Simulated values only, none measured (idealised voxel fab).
Process module, titled voxel wiring stack
Square cell edge 5 nm, section width 300 nm, ID cut.
A cross-section is a grid of square cells, given in bands from the top down. A band is one or more rows of cells. The entry gives the band's vertical extent as a top height and a bottom height in nm, then its horizontal make-up as materials from left to right, each with a width in nm. "empty" stands for empty space; a single material marked "everywhere" fills the band edge to edge. Height datum 0, below which the as-received substrate wafer is one material. Lowest band open at the bottom, running downward: "0..down". A width such as "30->40" changes by the same amount from each row of cells to the next, from the band's top row to its bottom row. "no modification", as given for a step, is the statement that not any cell of the cross-section underwent a change during that step. Enclosed voids (no open way to top), threshold 8 cells or more, entry "Sealed-off cavities", notation width x height at distance, distance from left edge, nm. On each step's line, the part that comes after the settings is the simulator's own comment on the step. overlay nm: step with mask; distance mask lay right of planned place; negative value = left of planned place.

## The planned process steps are enumerated hereunder
| 1 | RECEIVE [material Si] |
| 2 | CONFORMAL_DEP [material SiO2] [thk nm 15] |
| 3 | DIRECTIONAL_DEP [material TiN] [thk nm 5] |
| 4 | DIRECTIONAL_DEP [material W] [thk nm 25] |
| 5 | DIRECTIONAL_DEP [material aC] [thk nm 15] |
| 6 | PATTERN [tone cover] [mask id METAL_1] [material resist] [width nm 30] [pitch nm 50] [thk nm 35] [overlay nm 0] |
| 7 | DIRECTIONAL_ETCH [etch materials aC] [depth nm 15] |
| 8 | STRIP [etch materials resist] |
| 9 | DIRECTIONAL_ETCH [etch materials W] [depth nm 25] |
| 10 | DIRECTIONAL_ETCH [etch materials TiN] [depth nm 5] |
| 11 | STRIP [etch materials aC] |
| 12 | CONFORMAL_DEP [material SiCN] [thk nm 5] |
| 13 | FILL_DEP [material lowk] [thk nm 10] |
| 14 | CMP [height nm 45] |
| 15 | CONFORMAL_DEP [material SiCN] [thk nm 5] |
| 16 | DIRECTIONAL_DEP [material SiO2] [thk nm 15] |
| 17 | DIRECTIONAL_DEP [material aC] [thk nm 10] |
| 18 | PATTERN [tone open] [mask id PLUG_1] [material resist] [width nm 15] [pitch nm 50] [thk nm 30] [overlay nm 0] |
| 19 | DIRECTIONAL_ETCH [etch materials aC] [depth nm 10] |
| 20 | STRIP [etch materials resist] |
| 21 | DIRECTIONAL_ETCH [etch materials SiO2] [depth nm 15] |
| 22 | DIRECTIONAL_ETCH [etch materials SiCN] [depth nm 5] |
| 23 | STRIP [etch materials aC] |
| 24 | EPI [material Ru] [thk nm 10] |
| 25 | EPI [material Ru] [thk nm 10] |
| 26 | DIRECTIONAL_DEP [material TiN] [thk nm 5] |
| 27 | DIRECTIONAL_DEP [material Ru] [thk nm 15] |
| 28 | PATTERN [tone cover] [mask id METAL_2] [material resist] [width nm 30] [pitch nm 50] [thk nm 15] [overlay nm 0] |
| 29 | DIRECTIONAL_ETCH [etch materials Ru] [depth nm 15] |
| 30 | DIRECTIONAL_ETCH [etch materials TiN] [depth nm 5] |
| 31 | STRIP [etch materials resist] |
| 32 | CONFORMAL_DEP [material SiN] [thk nm 5] |
| 33 | FILL_DEP [material lowk] [thk nm 10] |
| 34 | CMP [height nm 85] |
| 35 | CONFORMAL_DEP [material SiN] [thk nm 5] |

## So this is the incoming wafer in cross-section - it's already been through step 1
	0..down | Si everywhere
	Sealed-off cavities: none

## Figure: cross-sectional view of the wafer upon completion of the module, processed from the initial state and according to the plan depicted above, with one error introduced during execution
	90..85 | SiN everywhere
	85..70 | lowk: 95; SiN: 5; Ru: 15; SiN: 5; lowk: 25; SiN: 5; Ru: 15; SiN: 5; lowk: 25; SiN: 5; Ru: 15; SiN: 5; lowk: 80
	70..65 | SiN: 100; TiN: 15; SiN: 35; TiN: 15; SiN: 35; TiN: 15; SiN: 85
	65..50 | SiO2: 85; Ru: 15; SiO2: 35; Ru: 15; SiO2: 35; Ru: 15; SiO2: 100
	50..45 | SiCN: 85; TiN: 15; SiCN: 35; TiN: 15; SiCN: 35; TiN: 15; SiCN: 100
	45..20 | W: 85; SiCN: 5; lowk: 20; SiCN: 5; W: 20; SiCN: 5; lowk: 20; SiCN: 5; W: 20; SiCN: 5; lowk: 20; SiCN: 5; W: 85
	20..15 | TiN: 85; SiCN: 30; TiN: 20; SiCN: 30; TiN: 20; SiCN: 30; TiN: 85
	15..0 | SiO2 everywhere
	0..down | Si everywhere
	Sealed-off cavities: none
Error vs. plan: step 6 was not run as planned; what actually ran was PATTERN [tone open] [mask id METAL_1] [material resist] [width nm 30] [pitch nm 50] [thk nm 35] [overlay nm 0]
